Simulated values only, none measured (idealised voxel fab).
Process module under the name voxel air gaps
The cross-section on display is named cut; it measures 280 nm wide, and its cells are 5 nm squares.
How to read a cross-section here: the picture is a grid of square cells, written as bands going from the top down, and any band can span one or more rows of cells.
The band entry comprises the height of the band's top followed by the height of its bottom, expressed in nm, and subsequently the band's materials from left to right, each stated together with its width in nm. Where a single material is marked with the word "edge to edge", that material fills the band from edge to edge. The word "air" represents empty space.
Heights from 0 (as-received wafer is one material below). Bottom band endless downward, as "z 0 and below".
So if you see something like "30 to 40" for the width, read it as the top row of the band sitting at the first number and the bottom row at the second, with every row in between moving by the same amount as the last.
Where a step carries "no modifications", the cross-section came out of it unchanged, cell for cell.
The entry "Trapped void list" lists the empty spaces that cover at least 8 cells and have no open path to the top. Each is written as width x height at distance, where the distance is measured from the left edge and all three values are in nm.
Step line, after settings: the simulator's comment on this step.
For masked steps, "overlay nm" on the step line gives how far right of plan the mask actually lay; a minus sign means it lay to the left.

Process steps (planned):
1. RECEIVE | material Si
2. CONFORMAL_DEP | material SiO2 | thk nm 10
3. CONFORMAL_DEP | material SiCN | thk nm 5
4. DIRECTIONAL_DEP | material lowk | thk nm 35
5. MASKED_ETCH | tone open | mask id LINES | width nm 15 | pitch nm 40 | etch materials lowk | depth nm 35 | overlay nm 0
6. CONFORMAL_DEP | material TiN | thk nm 5
7. FILL_DEP | material W | thk nm 10
8. CMP | height nm 50
9. EPI | material Ru | thk nm 10
10. SELECTIVE_ETCH | etch materials lowk | depth nm 45
11. CONFORMAL_DEP | material SiCN | thk nm 5

Wafer cross-section on receipt, i.e. after step 1:
  z 0 and below: Si edge to edge
  Trapped void list: none

Cross-section: first of two wafers, module finished, run according to plan:
  z 65 to 60: 55 air  165 SiCN  60 air
  z 60 to 50: 55 air  5 SiCN  35 Ru  5 SiCN  35 Ru  5 SiCN  35 Ru  5 SiCN  35 Ru  5 SiCN  60 air
  z 50 to 45: 55 air  15 SiCN  5 TiN  5 W  5 TiN  25 SiCN  5 TiN  5 W  5 TiN  25 SiCN  5 TiN  5 W  5 TiN  25 SiCN  5 TiN  5 W  5 TiN  15 SiCN  60 air
  z 45 to 20: 65 air  5 SiCN  5 TiN  5 W  5 TiN  5 SiCN  15 air  5 SiCN  5 TiN  5 W  5 TiN  5 SiCN  15 air  5 SiCN  5 TiN  5 W  5 TiN  5 SiCN  15 air  5 SiCN  5 TiN  5 W  5 TiN  5 SiCN  70 air
  z 20 to 15: 70 SiCN  15 TiN  25 SiCN  15 TiN  25 SiCN  15 TiN  25 SiCN  15 TiN  75 SiCN
  z 15 to 10: SiCN edge to edge
  z 10 to 0: SiO2 edge to edge
  z 0 and below: Si edge to edge
  Trapped void list: 15 x 25 at 90; 15 x 25 at 130; 15 x 25 at 170

second wafer at the end: like start, like plan, one mistake:
  z 65 to 60: 55 air  165 SiCN  60 air
  z 60 to 50: 55 air  5 SiCN  35 Ru  5 SiCN  35 Ru  5 SiCN  35 Ru  5 SiCN  35 Ru  5 SiCN  60 air
  z 50 to 45: 55 air  15 SiCN  5 TiN  5 W  5 TiN  25 SiCN  5 TiN  5 W  5 TiN  25 SiCN  5 TiN  5 W  5 TiN  25 SiCN  5 TiN  5 W  5 TiN  15 SiCN  60 air
  z 45 to 20: 65 air  5 SiCN  5 TiN  5 W  5 TiN  5 SiCN  15 air  5 SiCN  5 TiN  5 W  5 TiN  5 SiCN  15 air  5 SiCN  5 TiN  5 W  5 TiN  5 SiCN  15 air  5 SiCN  5 TiN  5 W  5 TiN  5 SiCN  70 air
  z 20 to 15: 70 SiCN  15 TiN  25 SiCN  15 TiN  25 SiCN  15 TiN  25 SiCN  15 TiN  75 SiCN
  z 15 to 5: SiO2 edge to edge
  z 5 to 0: SiCN edge to edge
  z 0 and below: Si edge to edge
  Trapped void list: 15 x 25 at 90; 15 x 25 at 130; 15 x 25 at 170
Here's what went sideways: the intended sequence of steps 2 and 3 was reversed during processing, with each occupying the position of the other
Same inventory, different map: at the end, the second wafer holds as many cells of each material as the first, placed elsewhere.
